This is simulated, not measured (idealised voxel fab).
process module | voxel transistor to metal
Shown is cross-section cut, with a width of 280 nm and square cells of size 5 nm.
Cross-section layout: square cells on a grid; listed as bands, top to bottom; a band spans one or more cell rows. What a band's entry tells you: where the top is and where the bottom is, as heights in nm, and after that what lies inside, material by material from left to right, each with its width in nm. Empty space is written as the word "blank", and a single material marked with the word "throughout" occupies the band from edge to edge. Heights are reckoned from 0. Under this level, the received wafer is all of one material. The bottommost band is open-ended downward, for example "0 nm and below". You'd read "30 to 40" like this: the band's top row of cells is as wide as the first number, its bottom row is as wide as the second, and going down, every row changes width by the same amount as the row before did. "no modifications" for a step: no cell of the cross-section changed in that step. "Entrapped voids" lists enclosed empty spaces (at least 8 cells, no open path upward to the top), each as width x height at distance from the left edge, in nm. That trailing text on a step's line, after the settings, is the simulator's own remark on the step. "overlay nm", when on a step's line for a step with a mask, measures how far to the right of its planned place the mask lay; a negative measure means to the left.
## Here's what the planned process steps look like
1 RECEIVE (material Si)
2 OXIDIZE (depth nm 5)
3 CONFORMAL_DEP (material SiN; thk nm 15)
4 MASKED_ETCH (tone cover; mask id ACTIVE; width nm 100; pitch nm 130; etch materials SiN; depth nm 15; overlay nm 0)
5 MASKED_ETCH (tone cover; mask id ACTIVE; width nm 100; pitch nm 130; etch materials SiO2; depth nm 5; overlay nm 0)
6 MASKED_ETCH (tone cover; mask id ACTIVE; width nm 100; pitch nm 130; etch materials Si; depth nm 25; overlay nm 0)
7 OXIDIZE (depth nm 5)
8 FILL_DEP (material SiO2; thk nm 5)
9 CMP (height nm 15)
10 SELECTIVE_ETCH (etch materials SiO2; depth nm 15)
11 STRIP (etch materials SiN)
12 SELECTIVE_ETCH (etch materials SiO2; depth nm 5)
13 OXIDIZE (depth nm 5)
14 DIRECTIONAL_DEP (material polySi; thk nm 20)
15 DIRECTIONAL_DEP (material SiCN; thk nm 10)
16 MASKED_ETCH (tone cover; mask id GATE; width nm 20; pitch nm 130; etch materials SiCN; depth nm 20; overlay nm 0)
17 MASKED_ETCH (tone cover; mask id GATE; width nm 20; pitch nm 130; etch materials polySi; depth nm 30; overlay nm 0)
18 CONFORMAL_DEP (material SiN; thk nm 5)
19 DIRECTIONAL_ETCH (etch materials SiN; depth nm 5)
20 DIRECTIONAL_ETCH (etch materials SiO2; depth nm 5)
21 EPI (material pSi; thk nm 5)
22 FILL_DEP (material SiO2; thk nm 10)
23 CMP (height nm 25)
24 DIRECTIONAL_DEP (material SiO2; thk nm 10)
25 DIRECTIONAL_DEP (material aC; thk nm 15)
26 PATTERN (tone open; mask id CONTACT; material resist; width nm 30; thk nm 30; overlay nm 0)
27 DIRECTIONAL_ETCH (etch materials aC; depth nm 15)
28 STRIP (etch materials resist)
29 DIRECTIONAL_ETCH (etch materials SiO2; depth nm 40)
30 STRIP (etch materials aC)
31 CONFORMAL_DEP (material TiN; thk nm 5)
32 FILL_DEP (material W; thk nm 10)
33 CMP (height nm 35)
34 CONFORMAL_DEP (material SiN; thk nm 5)
35 DIRECTIONAL_DEP (material SiO2; thk nm 15)
36 DIRECTIONAL_DEP (material aC; thk nm 10)
37 PATTERN (tone open; mask id METAL_1; material resist; width nm 15; thk nm 30; overlay nm 0)
38 DIRECTIONAL_ETCH (etch materials aC; depth nm 10)
39 STRIP (etch materials resist)
40 DIRECTIONAL_ETCH (etch materials SiO2; depth nm 15)
41 DIRECTIONAL_ETCH (etch materials SiN; depth nm 5)
42 STRIP (etch materials aC)
43 CONFORMAL_DEP (material TiN; thk nm 5)
44 FILL_DEP (material Cu; thk nm 10)
45 CMP (height nm 55)
46 CONFORMAL_DEP (material SiN; thk nm 5)
## Delivered wafer in cross-section: state after step 1
  0 nm and below | Si throughout
  Entrapped voids: none
## Starting structure and process plan are as shown above, but one mistake was made in running the module; the wafer cross-section at the end of the module follows
  60 nm to 55 nm | SiN throughout
  55 nm to 40 nm | SiO2: 30 / TiN: 5 / Cu: 5 / TiN: 5 / SiO2: 60 / TiN: 5 / Cu: 5 / TiN: 5 / SiO2: 40 / TiN: 5 / Cu: 5 / TiN: 5 / SiO2: 60 / TiN: 5 / Cu: 5 / TiN: 5 / SiO2: 30
  40 nm to 35 nm | SiN: 30 / TiN: 15 / SiN: 60 / TiN: 15 / SiN: 40 / TiN: 15 / SiN: 60 / TiN: 15 / SiN: 30
  35 nm to 25 nm | SiO2: 30 / TiN: 5 / W: 20 / TiN: 5 / SiO2: 30 / TiN: 5 to 10 / W: 20 to 15 / TiN: 5 / SiO2: 40 / TiN: 5 / W: 20 / TiN: 5 / SiO2: 30 / TiN: 5 to 10 / W: 20 to 15 / TiN: 5 / SiO2: 30
  25 nm to 15 nm | SiO2: 30 / TiN: 5 / W: 20 / TiN: 5 / SiN: 5 / SiCN: 25 / SiN: 5 / TiN: 5 / W: 15 / TiN: 5 / SiO2: 40 / TiN: 5 / W: 20 / TiN: 5 / SiN: 5 / SiCN: 25 / SiN: 5 / TiN: 5 / W: 15 / TiN: 5 / SiO2: 30
  15 nm to 0 nm | SiO2: 30 / TiN: 5 / W: 20 / TiN: 5 / SiN: 5 / polySi: 25 / SiN: 5 / TiN: 5 / W: 15 / TiN: 5 / SiO2: 40 / TiN: 5 / W: 20 / TiN: 5 / SiN: 5 / polySi: 25 / SiN: 5 / TiN: 5 / W: 15 / TiN: 5 / SiO2: 30
  0 nm to -5 nm | SiO2: 30 / TiN: 30 / SiN: 5 / polySi: 25 / SiN: 5 / TiN: 25 / SiO2: 40 / TiN: 30 / SiN: 5 / polySi: 25 / SiN: 5 / TiN: 25 / SiO2: 30
  -5 nm to -10 nm | SiO2: 25 / pSi: 35 / SiO2: 35 / pSi: 30 / SiO2: 30 / pSi: 35 / SiO2: 35 / pSi: 30 / SiO2: 25
  -10 nm to -35 nm | SiO2: 30 / Si: 90 / SiO2: 40 / Si: 90 / SiO2: 30
  -35 nm and below | Si throughout
  Entrapped voids: none
What broke from the plan during processing? step 16 did not happen as planned, as run it was MASKED_ETCH (tone cover; mask id GATE; width nm 25; pitch nm 130; etch materials SiCN; depth nm 20; overlay nm 0)
